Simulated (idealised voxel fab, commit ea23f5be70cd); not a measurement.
Title: Process Module voxel wiring stack
This is section cut - it's 180 nm across, gridded in 5 nm square cells.
How to read a cross-section here: the picture is a grid of square cells, written as bands going from the top down, and any band can span one or more rows of cells.
Each band's line starts with the height of the band's top and of its bottom, in nm. Then come its materials from left to right, each with its width in nm. One material with "all across" fills the band from edge to edge. "air" is empty space.
Heads up on the height convention: 0 is the point under which the incoming wafer is all one material, and the lowest band has no bottom, it just keeps going down, like "0 down".
Width: "30..40" (first number = top row, second number = bottom row, same change from row to row of cells).
Given "remained unchanged" for a step, no cell of the cross-section differs between before and after that step.
What "Enclosed void entries" gives you is every empty space of 8 cells or more that is cut off from the top. Each appears as width x height at distance, with the distance taken from the left edge and width, height and distance all in nm.
Post-settings text on a step line: simulator's own remark regarding the step.
overlay nm: for a step with a mask, the amount by which the mask lay right of where it was planned; a negative amount means left of it.
[List of planned process steps]
- 1: RECEIVE, material Si
- 2: CONFORMAL_DEP, material SiO2, thk nm 10
- 3: DIRECTIONAL_DEP, material TiN, thk nm 5
- 4: DIRECTIONAL_DEP, material Ru, thk nm 15
- 5: DIRECTIONAL_DEP, material aC, thk nm 15
- 6: PATTERN, tone cover, mask id METAL_1, material resist, width nm 20, pitch nm 50, thk nm 35, overlay nm 0
- 7: DIRECTIONAL_ETCH, etch materials aC, depth nm 15
- 8: STRIP, etch materials resist
- 9: DIRECTIONAL_ETCH, etch materials Ru, depth nm 15
- 10: DIRECTIONAL_ETCH, etch materials TiN, depth nm 5
- 11: STRIP, etch materials aC
- 12: FILL_DEP, material SiO2, thk nm 10
- 13: CMP, height nm 30
- 14: CONFORMAL_DEP, material SiCN, thk nm 5
- 15: DIRECTIONAL_DEP, material lowk, thk nm 15
- 16: MASKED_ETCH, tone open, mask id PLUG_1, width nm 15, pitch nm 100, etch materials lowk, depth nm 15, overlay nm 0
- 17: MASKED_ETCH, tone open, mask id PLUG_1, width nm 15, pitch nm 100, etch materials SiCN, depth nm 5, overlay nm 0
- 18: CONFORMAL_DEP, material TiN, thk nm 5
- 19: FILL_DEP, material Cu, thk nm 10
- 20: CMP, height nm 50
- 21: CONFORMAL_DEP, material SiCN, thk nm 5
- 22: DIRECTIONAL_DEP, material SiO2, thk nm 15
- 23: MASKED_ETCH, tone open, mask id METAL_2, width nm 20, pitch nm 50, etch materials SiO2, depth nm 15, overlay nm 0
- 24: MASKED_ETCH, tone open, mask id METAL_2, width nm 20, pitch nm 50, etch materials SiCN, depth nm 5, overlay nm 0
- 25: CONFORMAL_DEP, material TiN, thk nm 5
- 26: FILL_DEP, material Ru, thk nm 5
- 27: CMP, height nm 70
- 28: CONFORMAL_DEP, material SiCN, thk nm 5
- 29: DIRECTIONAL_DEP, material SiO2, thk nm 15
- 30: MASKED_ETCH, tone open, mask id PLUG_2, width nm 15, pitch nm 100, etch materials SiO2, depth nm 15, overlay nm 0
- 31: MASKED_ETCH, tone open, mask id PLUG_2, width nm 15, pitch nm 100, etch materials SiCN, depth nm 5, overlay nm 0
- 32: EPI, material Ru, thk nm 10
- 33: EPI, material Ru, thk nm 10
- 34: CONFORMAL_DEP, material SiN, thk nm 5
- 35: DIRECTIONAL_DEP, material lowk, thk nm 15
- 36: MASKED_ETCH, tone open, mask id METAL_3, width nm 20, pitch nm 50, etch materials lowk, depth nm 15, overlay nm 0
- 37: MASKED_ETCH, tone open, mask id METAL_3, width nm 20, pitch nm 50, etch materials SiN, depth nm 5, overlay nm 0
- 38: CONFORMAL_DEP, material TiN, thk nm 5
- 39: FILL_DEP, material Cu, thk nm 10
- 40: CMP, height nm 110
- 41: EPI, material Ru, thk nm 5
- 42: FILL_DEP, material SiCN, thk nm 5
- 43: DIRECTIONAL_DEP, material SiO2, thk nm 25
- 44: MASKED_ETCH, tone open, mask id METAL_4, width nm 20, pitch nm 50, etch materials SiO2, depth nm 15, overlay nm 0
- 45: MASKED_ETCH, tone open, mask id METAL_4_HOLES, width nm 15, pitch nm 50, etch materials SiO2, depth nm 10, overlay nm 0
- 46: MASKED_ETCH, tone open, mask id METAL_4_HOLES, width nm 15, pitch nm 50, etch materials SiCN, depth nm 5, overlay nm 0
- 47: CONFORMAL_DEP, material TiN, thk nm 5
- 48: FILL_DEP, material Cu, thk nm 10
- 49: CMP, height nm 145
- 50: CONFORMAL_DEP, material SiN, thk nm 5
[As-received state of the wafer in cross-section, equivalent to post-step 1]
> 0 down | Si all across
> Enclosed void entries: none
[Post-module cross-section: identical start and plan to those above, one misstep in execution]
> 150 to 145 | SiN all across
> 145 to 135 | 30 nm SiO2 | 5 nm TiN | 10 nm Cu | 5 nm TiN | 30 nm SiO2 | 5 nm TiN | 10 nm Cu | 5 nm TiN | 30 nm SiO2 | 5 nm TiN | 10 nm Cu | 5 nm TiN | 30 nm SiO2
> 135 to 125 | 30 nm SiO2 | 5 nm TiN | 5 nm Cu | 10..5 nm TiN | 30..35 nm SiO2 | 5 nm TiN | 5 nm Cu | 10..5 nm TiN | 30..35 nm SiO2 | 5 nm TiN | 5 nm Cu | 10..5 nm TiN | 30..35 nm SiO2
> 125 to 120 | 30 nm SiO2 | 15 nm TiN | 35 nm SiO2 | 15 nm TiN | 35 nm SiO2 | 15 nm TiN | 35 nm SiO2
> 120 to 115 | SiO2 all across
> 115 to 110 | 25 nm SiO2 | 30 nm Ru | 20 nm SiO2 | 30 nm Ru | 20 nm SiO2 | 30 nm Ru | 25 nm SiO2
> 110 to 95 | 30 nm lowk | 5 nm TiN | 10 nm Cu | 5 nm TiN | 30 nm lowk | 5 nm TiN | 10 nm Cu | 5 nm TiN | 30 nm lowk | 5 nm TiN | 10 nm Cu | 5 nm TiN | 30 nm lowk
> 95 to 90 | 30 nm SiN | 20 nm TiN | 30 nm SiN | 20 nm TiN | 30 nm SiN | 20 nm TiN | 30 nm SiN
> 90 to 75 | 30 nm SiO2 | 15 nm Ru | 85 nm SiO2 | 15 nm Ru | 35 nm SiO2
> 75 to 70 | 30 nm SiCN | 15 nm Ru | 85 nm SiCN | 15 nm Ru | 35 nm SiCN
> 70 to 55 | 30 nm SiO2 | 5 nm TiN | 10 nm Ru | 5 nm TiN | 30 nm SiO2 | 5 nm TiN | 10 nm Ru | 5 nm TiN | 30 nm SiO2 | 5 nm TiN | 10 nm Ru | 5 nm TiN | 30 nm SiO2
> 55 to 50 | 30 nm SiCN | 20 nm TiN | 30 nm SiCN | 20 nm TiN | 30 nm SiCN | 20 nm TiN | 30 nm SiCN
> 50 to 35 | 30 nm lowk | 5 nm TiN | 5 nm Cu | 5 nm TiN | 85 nm lowk | 5 nm TiN | 5 nm Cu | 5 nm TiN | 35 nm lowk
> 35 to 30 | 30 nm SiCN | 15 nm TiN | 85 nm SiCN | 15 nm TiN | 35 nm SiCN
> 30 to 15 | 30 nm SiO2 | 20 nm Ru | 30 nm SiO2 | 20 nm Ru | 30 nm SiO2 | 20 nm Ru | 30 nm SiO2
> 15 to 10 | 30 nm SiO2 | 20 nm TiN | 30 nm SiO2 | 20 nm TiN | 30 nm SiO2 | 20 nm TiN | 30 nm SiO2
> 10 to 0 | SiO2 all across
> 0 down | Si all across
> Enclosed void entries: none
The plan and the run diverged here: planned and actual differ for step 42; actual: FILL_DEP, material SiO2, thk nm 5
